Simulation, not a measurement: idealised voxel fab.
Process module heading - voxel self aligned contacts
Cross-section cut: width 190 nm, square cells of 5 nm.
If you're reading a cross-section in this doc, picture square cells in a grid; it comes to you as bands, top ones listed first down to the bottom, and a band can be one or more rows of cells. Heads up on the band format: heights come first, top then bottom, in nm. After that it's the materials left to right, each with its width in nm. A single material flagged "edge to edge" fills the whole band edge to edge, and "empty" means there's empty space there. The level at which height equals 0 is the one under which the wafer, as it arrives, is entirely one material. No lower edge exists for the bottom band, which continues downward and is notated as in "from 0 down". Width spec "30..40" -> top row of cells at first value, bottom row at second value, equal per-row change in between. Reading "remains unaltered" for a step: not a cell of the cross-section changed in it. "Closed internal voids" enumerates empty spaces isolated from the top, with no open way to it, that contain at least 8 cells, giving each as width x height at distance from the left edge, all three in nm. The remark found on a step's line after its settings is issued by the simulator itself and pertains to that step. overlay nm: where the mask lay relative to plan, measured to the right, on steps with a mask; negatives go left.
-- The planned process steps are enumerated hereunder
step 1: RECEIVE [material Si]
step 2: CONFORMAL_DEP [material SiO2] [thk nm 5]
step 3: DIRECTIONAL_DEP [material polySi] [thk nm 20]
step 4: DIRECTIONAL_DEP [material SiN] [thk nm 20]
step 5: DIRECTIONAL_DEP [material aC] [thk nm 15]
step 6: PATTERN [tone cover] [mask id GATE] [material resist] [width nm 25] [pitch nm 65] [thk nm 35] [overlay nm 0]
step 7: DIRECTIONAL_ETCH [etch materials aC] [depth nm 15]
step 8: STRIP [etch materials resist]
step 9: DIRECTIONAL_ETCH [etch materials SiN] [depth nm 20]
step 10: DIRECTIONAL_ETCH [etch materials polySi] [depth nm 20]
step 11: STRIP [etch materials aC]
step 12: CONFORMAL_DEP [material SiN] [thk nm 10]
step 13: DIRECTIONAL_ETCH [etch materials SiN] [depth nm 10]
step 14: FILL_DEP [material SiO2] [thk nm 20]
step 15: CMP [height nm 55]
step 16: PATTERN [tone open] [mask id CONTACT] [material resist] [width nm 50] [pitch nm 65] [thk nm 20] [overlay nm 0]
step 17: DIRECTIONAL_ETCH [etch materials SiO2] [depth nm 55]
step 18: STRIP [etch materials resist]
step 19: CONFORMAL_DEP [material TiN] [thk nm 5]
step 20: FILL_DEP [material Ru] [thk nm 5]
step 21: CMP [height nm 55]
step 22: CONFORMAL_DEP [material SiCN] [thk nm 5]
-- First of two wafers, with the run carried out as planned
-- Cross-section, incoming material, after step 1
	from 0 down = Si edge to edge
	Closed internal voids: none
-- The wafer, seen in cross-section, after step 2
	from 5 to 0 = SiO2 edge to edge
	At heights below 0, the structure remains unaltered.
-- The wafer, seen in cross-section, after step 3
	from 25 to 5 = polySi edge to edge
	At heights below 5, the structure remains unaltered.
-- The wafer, seen in cross-section, after step 4
	from 45 to 25 = SiN edge to edge
	At heights below 25, the structure remains unaltered.
-- The wafer, seen in cross-section, after step 5
	from 60 to 45 = aC edge to edge
	At heights below 45, the structure remains unaltered.
-- The wafer, seen in cross-section, after step 6
	from 95 to 60 = 15 empty | 25 resist | 40 empty | 25 resist | 40 empty | 25 resist | 20 empty
	At heights below 60, the structure remains unaltered.
-- The wafer, seen in cross-section, after step 7
	from 80 to 60 = 15 empty | 25 resist | 40 empty | 25 resist | 40 empty | 25 resist | 20 empty
	from 60 to 45 = 15 empty | 25 aC | 40 empty | 25 aC | 40 empty | 25 aC | 20 empty
	At heights below 45, the structure remains unaltered.
-- The wafer, seen in cross-section, after step 8
	from 60 to 45 = 15 empty | 25 aC | 40 empty | 25 aC | 40 empty | 25 aC | 20 empty
	At heights below 45, the structure remains unaltered.
-- The wafer, seen in cross-section, after step 9
	from 60 to 45 = 15 empty | 25 aC | 40 empty | 25 aC | 40 empty | 25 aC | 20 empty
	from 45 to 25 = 15 empty | 25 SiN | 40 empty | 25 SiN | 40 empty | 25 SiN | 20 empty
	At heights below 25, the structure remains unaltered.
-- The wafer, seen in cross-section, after step 10
	from 60 to 45 = 15 empty | 25 aC | 40 empty | 25 aC | 40 empty | 25 aC | 20 empty
	from 45 to 25 = 15 empty | 25 SiN | 40 empty | 25 SiN | 40 empty | 25 SiN | 20 empty
	from 25 to 5 = 15 empty | 25 polySi | 40 empty | 25 polySi | 40 empty | 25 polySi | 20 empty
	At heights below 5, the structure remains unaltered.
-- The wafer, seen in cross-section, after step 11
	from 45 to 25 = 15 empty | 25 SiN | 40 empty | 25 SiN | 40 empty | 25 SiN | 20 empty
	At heights below 25, the structure remains unaltered.
-- The wafer, seen in cross-section, after step 12
	from 55 to 25 = 5 empty | 45 SiN | 20 empty | 45 SiN | 20 empty | 45 SiN | 10 empty
	from 25 to 15 = 5 empty | 10 SiN | 25 polySi | 10 SiN | 20 empty | 10 SiN | 25 polySi | 10 SiN | 20 empty | 10 SiN | 25 polySi | 10 SiN | 10 empty
	from 15 to 5 = 15 SiN | 25 polySi | 40 SiN | 25 polySi | 40 SiN | 25 polySi | 20 SiN
	At heights below 5, the structure remains unaltered.
-- The wafer, seen in cross-section, after step 13
	from 45 to 25 = 5 empty | 45 SiN | 20 empty | 45 SiN | 20 empty | 45 SiN | 10 empty
	from 25 to 5 = 5 empty | 10 SiN | 25 polySi | 10 SiN | 20 empty | 10 SiN | 25 polySi | 10 SiN | 20 empty | 10 SiN | 25 polySi | 10 SiN | 10 empty
	At heights below 5, the structure remains unaltered.
-- The wafer, seen in cross-section, after step 14
	from 65 to 45 = SiO2 edge to edge
	from 45 to 25 = 5 SiO2 | 45 SiN | 20 SiO2 | 45 SiN | 20 SiO2 | 45 SiN | 10 SiO2
	from 25 to 5 = 5 SiO2 | 10 SiN | 25 polySi | 10 SiN | 20 SiO2 | 10 SiN | 25 polySi | 10 SiN | 20 SiO2 | 10 SiN | 25 polySi | 10 SiN | 10 SiO2
	At heights below 5, the structure remains unaltered.
-- The wafer, seen in cross-section, after step 15
	from 55 to 45 = SiO2 edge to edge
	At heights below 45, the structure remains unaltered.
-- The wafer, seen in cross-section, after step 16
	from 75 to 55 = 35 resist | 50 empty | 15 resist | 50 empty | 40 resist
	At heights below 55, the structure remains unaltered.
-- The wafer, seen in cross-section, after step 17
	from 75 to 55 = 35 resist | 50 empty | 15 resist | 50 empty | 40 resist
	from 55 to 45 = 35 SiO2 | 50 empty | 15 SiO2 | 50 empty | 40 SiO2
	from 45 to 25 = 5 SiO2 | 45 SiN | 20 empty | 45 SiN | 20 empty | 45 SiN | 10 SiO2
	from 25 to 5 = 5 SiO2 | 10 SiN | 25 polySi | 10 SiN | 20 empty | 10 SiN | 25 polySi | 10 SiN | 20 empty | 10 SiN | 25 polySi | 10 SiN | 10 SiO2
	from 5 to 0 = 50 SiO2 | 20 empty | 45 SiO2 | 20 empty | 55 SiO2
	At heights below 0, the structure remains unaltered.
-- The wafer, seen in cross-section, after step 18
	from 55 to 45 = 35 SiO2 | 50 empty | 15 SiO2 | 50 empty | 40 SiO2
	At heights below 45, the structure remains unaltered.
-- The wafer, seen in cross-section, after step 19
	from 60 to 55 = 40 TiN | 40 empty | 25 TiN | 40 empty | 45 TiN
	from 55 to 45 = 35 SiO2 | 5..20 TiN | 40..10 empty | 5..20 TiN | 15 SiO2 | 5..20 TiN | 40..10 empty | 5..20 TiN | 40 SiO2
	from 45 to 25 = 5 SiO2 | 45 SiN | 5 TiN | 10 empty | 5 TiN | 45 SiN | 5 TiN | 10 empty | 5 TiN | 45 SiN | 10 SiO2
	from 25 to 5 = 5 SiO2 | 10 SiN | 25 polySi | 10 SiN | 5 TiN | 10 empty | 5 TiN | 10 SiN | 25 polySi | 10 SiN | 5 TiN | 10 empty | 5 TiN | 10 SiN | 25 polySi | 10 SiN | 10 SiO2
	from 5 to 0 = 50 SiO2 | 20 TiN | 45 SiO2 | 20 TiN | 55 SiO2
	At heights below 0, the structure remains unaltered.
-- The wafer, seen in cross-section, after step 20
	from 65 to 60 = Ru edge to edge
	from 60 to 55 = 40 TiN | 40 Ru | 25 TiN | 40 Ru | 45 TiN
	from 55 to 45 = 35 SiO2 | 5..20 TiN | 40..10 Ru | 5..20 TiN | 15 SiO2 | 5..20 TiN | 40..10 Ru | 5..20 TiN | 40 SiO2
	from 45 to 25 = 5 SiO2 | 45 SiN | 5 TiN | 10 Ru | 5 TiN | 45 SiN | 5 TiN | 10 Ru | 5 TiN | 45 SiN | 10 SiO2
	from 25 to 5 = 5 SiO2 | 10 SiN | 25 polySi | 10 SiN | 5 TiN | 10 Ru | 5 TiN | 10 SiN | 25 polySi | 10 SiN | 5 TiN | 10 Ru | 5 TiN | 10 SiN | 25 polySi | 10 SiN | 10 SiO2
	At heights below 5, the structure remains unaltered.
-- The wafer, seen in cross-section, after step 21
	from 55 to 45 = 35 SiO2 | 5..20 TiN | 40..10 Ru | 5..20 TiN | 15 SiO2 | 5..20 TiN | 40..10 Ru | 5..20 TiN | 40 SiO2
	At heights below 45, the structure remains unaltered.
-- The wafer, seen in cross-section, after step 22
	from 60 to 55 = SiCN edge to edge
	At heights below 55, the structure remains unaltered.
-- Second wafer - shared start and plan with the first - one error in running - same as the first up to step 11 inclusive
-- Look at the second wafer in cross-section at the time step 12 ought to have finished
	from 50 to 25 = 10 empty | 35 SiN | 30 empty | 35 SiN | 30 empty | 35 SiN | 15 empty
	from 25 to 10 = 10 empty | 5 SiN | 25 polySi | 5 SiN | 30 empty | 5 SiN | 25 polySi | 5 SiN | 30 empty | 5 SiN | 25 polySi | 5 SiN | 15 empty
	from 10 to 5 = 15 SiN | 25 polySi | 40 SiN | 25 polySi | 40 SiN | 25 polySi | 20 SiN
	At heights below 5, the structure remains unaltered.
-- Look at the second wafer in cross-section at the time step 13 ought to have finished
	from 40 to 25 = 10 empty | 35 SiN | 30 empty | 35 SiN | 30 empty | 35 SiN | 15 empty
	from 25 to 5 = 10 empty | 5 SiN | 25 polySi | 5 SiN | 30 empty | 5 SiN | 25 polySi | 5 SiN | 30 empty | 5 SiN | 25 polySi | 5 SiN | 15 empty
	At heights below 5, the structure remains unaltered.
-- Look at the second wafer in cross-section at the time step 14 ought to have finished
	from 60 to 40 = SiO2 edge to edge
	from 40 to 25 = 10 SiO2 | 35 SiN | 30 SiO2 | 35 SiN | 30 SiO2 | 35 SiN | 15 SiO2
	from 25 to 5 = 10 SiO2 | 5 SiN | 25 polySi | 5 SiN | 30 SiO2 | 5 SiN | 25 polySi | 5 SiN | 30 SiO2 | 5 SiN | 25 polySi | 5 SiN | 15 SiO2
	At heights below 5, the structure remains unaltered.
-- Look at the second wafer in cross-section at the time step 15 ought to have finished
	from 55 to 40 = SiO2 edge to edge
	At heights below 40, the structure remains unaltered.
-- Look at the second wafer in cross-section at the time step 16 ought to have finished
	from 75 to 55 = 35 resist | 50 empty | 15 resist | 50 empty | 40 resist
	At heights below 55, the structure remains unaltered.
-- Look at the second wafer in cross-section at the time step 17 ought to have finished
	from 75 to 55 = 35 resist | 50 empty | 15 resist | 50 empty | 40 resist
	from 55 to 40 = 35 SiO2 | 50 empty | 15 SiO2 | 50 empty | 40 SiO2
	from 40 to 25 = 10 SiO2 | 35 SiN | 30 empty | 35 SiN | 30 empty | 35 SiN | 15 SiO2
	from 25 to 5 = 10 SiO2 | 5 SiN | 25 polySi | 5 SiN | 30 empty | 5 SiN | 25 polySi | 5 SiN | 30 empty | 5 SiN | 25 polySi | 5 SiN | 15 SiO2
	from 5 to 0 = 45 SiO2 | 30 empty | 35 SiO2 | 30 empty | 50 SiO2
	At heights below 0, the structure remains unaltered.
-- Look at the second wafer in cross-section at the time step 18 ought to have finished
	from 55 to 40 = 35 SiO2 | 50 empty | 15 SiO2 | 50 empty | 40 SiO2
	At heights below 40, the structure remains unaltered.
-- Look at the second wafer in cross-section at the time step 19 ought to have finished
	from 60 to 55 = 40 TiN | 40 empty | 25 TiN | 40 empty | 45 TiN
	from 55 to 45 = 35 SiO2 | 5 TiN | 40 empty | 5 TiN | 15 SiO2 | 5 TiN | 40 empty | 5 TiN | 40 SiO2
	from 45 to 40 = 35 SiO2 | 15 TiN | 20 empty | 15 TiN | 15 SiO2 | 15 TiN | 20 empty | 15 TiN | 40 SiO2
	from 40 to 25 = 10 SiO2 | 35 SiN | 5 TiN | 20 empty | 5 TiN | 35 SiN | 5 TiN | 20 empty | 5 TiN | 35 SiN | 15 SiO2
	from 25 to 5 = 10 SiO2 | 5 SiN | 25 polySi | 5 SiN | 5 TiN | 20 empty | 5 TiN | 5 SiN | 25 polySi | 5 SiN | 5 TiN | 20 empty | 5 TiN | 5 SiN | 25 polySi | 5 SiN | 15 SiO2
	from 5 to 0 = 45 SiO2 | 30 TiN | 35 SiO2 | 30 TiN | 50 SiO2
	At heights below 0, the structure remains unaltered.
-- Look at the second wafer in cross-section at the time step 20 ought to have finished
	from 65 to 60 = Ru edge to edge
	from 60 to 55 = 40 TiN | 40 Ru | 25 TiN | 40 Ru | 45 TiN
	from 55 to 45 = 35 SiO2 | 5 TiN | 40 Ru | 5 TiN | 15 SiO2 | 5 TiN | 40 Ru | 5 TiN | 40 SiO2
	from 45 to 40 = 35 SiO2 | 15 TiN | 20 Ru | 15 TiN | 15 SiO2 | 15 TiN | 20 Ru | 15 TiN | 40 SiO2
	from 40 to 25 = 10 SiO2 | 35 SiN | 5 TiN | 20 Ru | 5 TiN | 35 SiN | 5 TiN | 20 Ru | 5 TiN | 35 SiN | 15 SiO2
	from 25 to 5 = 10 SiO2 | 5 SiN | 25 polySi | 5 SiN | 5 TiN | 20 Ru | 5 TiN | 5 SiN | 25 polySi | 5 SiN | 5 TiN | 20 Ru | 5 TiN | 5 SiN | 25 polySi | 5 SiN | 15 SiO2
	At heights below 5, the structure remains unaltered.
-- Look at the second wafer in cross-section at the time step 21 ought to have finished
	from 55 to 45 = 35 SiO2 | 5 TiN | 40 Ru | 5 TiN | 15 SiO2 | 5 TiN | 40 Ru | 5 TiN | 40 SiO2
	At heights below 45, the structure remains unaltered.
-- Look at the second wafer in cross-section at the time step 22 ought to have finished
	from 60 to 55 = SiCN edge to edge
	At heights below 55, the structure remains unaltered.
Deviation from plan: rather than as planned, step 12 actually ran as CONFORMAL_DEP [material SiN] [thk nm 5]
The closing comparison, in cells, has the second wafer with more or fewer of some materials than the first: Ru: 44 more | SiN: 69 fewer | SiO2: 25 more
